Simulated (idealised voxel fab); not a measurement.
process module | voxel fin reveal
cross-section cut | 290 nm wide | cells 5 nm
A cross-section is a grid of square cells, given in bands from the top down. A band is one or more rows of cells.
Each band's line starts with the height of the band's top and of its bottom, in nm. Then come its materials from left to right, each with its width in nm. One material with "throughout" fills the band from edge to edge. "air" is empty space.
Height 0 is the level under which the wafer as received is all one material. The lowest band goes on downwards, as in "0 down".
A width such as "30 to 40" changes by the same amount from each row of cells to the next, from the band's top row to its bottom row.
"no change" after a step means that no cell of the cross-section changed.
closed voids: empty space of 8 cells or more with no open way to the top, each as width x height at its distance from the left edge, in nm
after a step's settings: what the simulator itself notes on the step
overlay nm, on a step with a mask: how far to the right of its planned place the mask lay; to the left if negative
plan
1 op RECEIVE | material Si
2 op CONFORMAL_DEP | material SiN | thk nm 5
3 op DIRECTIONAL_DEP | material aC | thk nm 10
4 op PATTERN | tone cover | mask id FINS | material resist | width nm 15 | pitch nm 35 | thk nm 30 | overlay nm 0
5 op DIRECTIONAL_ETCH | etch materials aC | depth nm 10
6 op STRIP | etch materials resist
7 op DIRECTIONAL_ETCH | etch materials SiN | depth nm 5
8 op DIRECTIONAL_ETCH | etch materials Si | depth nm 30
9 op STRIP | etch materials aC
10 op OXIDIZE | depth nm 5
11 op FILL_DEP | material SiO2 | thk nm 15
12 op CMP | height nm 5
13 op SELECTIVE_ETCH | etch materials SiO2 | depth nm 20
14 op STRIP | etch materials SiN
15 op CONFORMAL_DEP | material HfO2 | thk nm 5
first wafer, as planned
as received, after step 1
  0 down: Si throughout
  closed voids: none
after step 2
  5 to 0: SiN throughout
  below 0: unchanged
after step 3
  15 to 5: aC throughout
  below 5: unchanged
after step 4
  45 to 15: air 120 | resist 15 | air 20 | resist 15 | air 120
  below 15: unchanged
after step 5
  35 to 15: air 120 | resist 15 | air 20 | resist 15 | air 120
  15 to 5: air 120 | aC 15 | air 20 | aC 15 | air 120
  below 5: unchanged
after step 6
  15 to 5: air 120 | aC 15 | air 20 | aC 15 | air 120
  below 5: unchanged
after step 7
  15 to 5: air 120 | aC 15 | air 20 | aC 15 | air 120
  5 to 0: air 120 | SiN 15 | air 20 | SiN 15 | air 120
  below 0: unchanged
after step 8
  15 to 5: air 120 | aC 15 | air 20 | aC 15 | air 120
  5 to 0: air 120 | SiN 15 | air 20 | SiN 15 | air 120
  0 to -30: air 120 | Si 15 | air 20 | Si 15 | air 120
  below -30: unchanged
after step 9
  5 to 0: air 120 | SiN 15 | air 20 | SiN 15 | air 120
  below 0: unchanged
after step 10
  5 to 0: air 120 | SiN 15 | air 20 | SiN 15 | air 120
  0 to -30: air 120 | SiO2 5 | Si 5 | SiO2 5 | air 20 | SiO2 5 | Si 5 | SiO2 5 | air 120
  -30 to -35: SiO2 125 | Si 5 | SiO2 30 | Si 5 | SiO2 125
  below -35: unchanged
after step 11
  20 to 5: SiO2 throughout
  5 to 0: SiO2 120 | SiN 15 | SiO2 20 | SiN 15 | SiO2 120
  0 to -35: SiO2 125 | Si 5 | SiO2 30 | Si 5 | SiO2 125
  below -35: unchanged
after step 12
  5 to 0: SiO2 120 | SiN 15 | SiO2 20 | SiN 15 | SiO2 120
  below 0: unchanged
after step 13
  5 to 0: air 120 | SiN 15 | air 20 | SiN 15 | air 120
  0 to -15: air 125 | Si 5 | air 30 | Si 5 | air 125
  below -15: unchanged
after step 14
  0 to -15: air 125 | Si 5 | air 30 | Si 5 | air 125
  below -15: unchanged
after step 15
  5 to 0: air 120 | HfO2 15 | air 20 | HfO2 15 | air 120
  0 to -10: air 120 | HfO2 5 | Si 5 | HfO2 5 | air 20 | HfO2 5 | Si 5 | HfO2 5 | air 120
  -10 to -15: HfO2 125 | Si 5 | HfO2 30 | Si 5 | HfO2 125
  below -15: unchanged
second wafer: like start, like plan, one mistake. Through step 14 it matches the first wafer
when step 15 should have ended: no change
what went wrong: step 15 was left out
at the end the second wafer has, in cells: 70 fewer of HfO2
